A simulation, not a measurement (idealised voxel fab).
Process module in this document: voxel spacer lines
Shown is cross-section cut, with a width of 275 nm and square cells of size 5 nm.
Bands, listed from the top down, are how a cross-section gets written in this document; the cross-section itself is a grid of square cells, and a band is one or more rows of them. Band entry format. Leading values: height of top, height of bottom, nm. Remainder: materials in left-to-right order, each with its width in nm. Special words: "all across" on a single material, which then fills the band edge to edge; "air", empty space. It should be noted that heights are counted from 0, beneath which the wafer as supplied is of one material throughout, and that the lowest band possesses no lower boundary but continues downward, as written in "0..down". Think of "30..40" as a width that walks from the first number to the second as you go down the band, top row to bottom row, taking equal-sized steps from row to row. You'll sometimes find "nothing altered" written for a step, and that's the way of saying that nowhere in the cross-section did a cell change during that step. "Closed cavities" lists enclosed empty spaces (at least 8 cells, no open path upward to the top), each as width x height at distance from the left edge, in nm. It should be noted that, on the line of a given step, the content following the step's settings is a remark produced by the simulator itself with respect to that step. If you see "overlay nm" on a step's line and that step has a mask, it's telling you how far right of where it was planned the mask ended up; a negative number means it went left instead.
-- Process steps - plan
1 RECEIVE [material Si]
2 CONFORMAL_DEP [material Al2O3] [thk nm 5]
3 DIRECTIONAL_DEP [material SiN] [thk nm 10]
4 DIRECTIONAL_DEP [material aC] [thk nm 20]
5 PATTERN [tone cover] [mask id MANDREL] [material resist] [width nm 15] [pitch nm 60] [thk nm 30] [overlay nm -15]
6 DIRECTIONAL_ETCH [etch materials aC] [depth nm 20]
7 STRIP [etch materials resist]
8 CONFORMAL_DEP [material SiO2] [thk nm 15]
9 DIRECTIONAL_ETCH [etch materials SiO2] [depth nm 15]
10 STRIP [etch materials aC]
11 DIRECTIONAL_ETCH [etch materials SiN] [depth nm 10]
12 STRIP [etch materials SiO2]
13 FILL_DEP [material lowk] [thk nm 5]
14 CMP [height nm 15]
It is noted that the wafers described herein are identical at the outset and are distinguished by the overlay nm of step 5; the value stated in the plan corresponds to the first wafer.
-- Cross-section of the first of several received wafers, showing its state after step 1
    0..down = Si all across
    Closed cavities: none
-- Here is the cross-section of the first of several wafers at the end of the module, after its last step, step 14
    15..5 = lowk 40 nm / SiN 15 nm / lowk 15 nm / SiN 15 nm / lowk 15 nm / SiN 15 nm / lowk 15 nm / SiN 15 nm / lowk 15 nm / SiN 15 nm / lowk 15 nm / SiN 15 nm / lowk 70 nm
    5..0 = Al2O3 all across
    0..down = Si all across
    Closed cavities: none
-- The last wafer as seen in cross-section at the end of the module
    15..5 = lowk 70 nm / SiN 15 nm / lowk 15 nm / SiN 15 nm / lowk 15 nm / SiN 15 nm / lowk 15 nm / SiN 15 nm / lowk 15 nm / SiN 15 nm / lowk 15 nm / SiN 15 nm / lowk 40 nm
    5..0 = Al2O3 all across
    0..down = Si all across
    Closed cavities: none
-- Gained (+) or lost (-) cells of each material since receipt, then closed voids: one row per wafer, at the end of the module
overlay nm -15 | +55 Al2O3 | +36 SiN | +74 lowk | Closed cavities: none
overlay nm -10 | +55 Al2O3 | +36 SiN | +74 lowk | Closed cavities: none
overlay nm -5 | +55 Al2O3 | +36 SiN | +74 lowk | Closed cavities: none
overlay nm 0 | +55 Al2O3 | +36 SiN | +74 lowk | Closed cavities: none
overlay nm 5 | +55 Al2O3 | +36 SiN | +74 lowk | Closed cavities: none
overlay nm 10 | +55 Al2O3 | +36 SiN | +74 lowk | Closed cavities: none
overlay nm 15 | +55 Al2O3 | +36 SiN | +74 lowk | Closed cavities: none
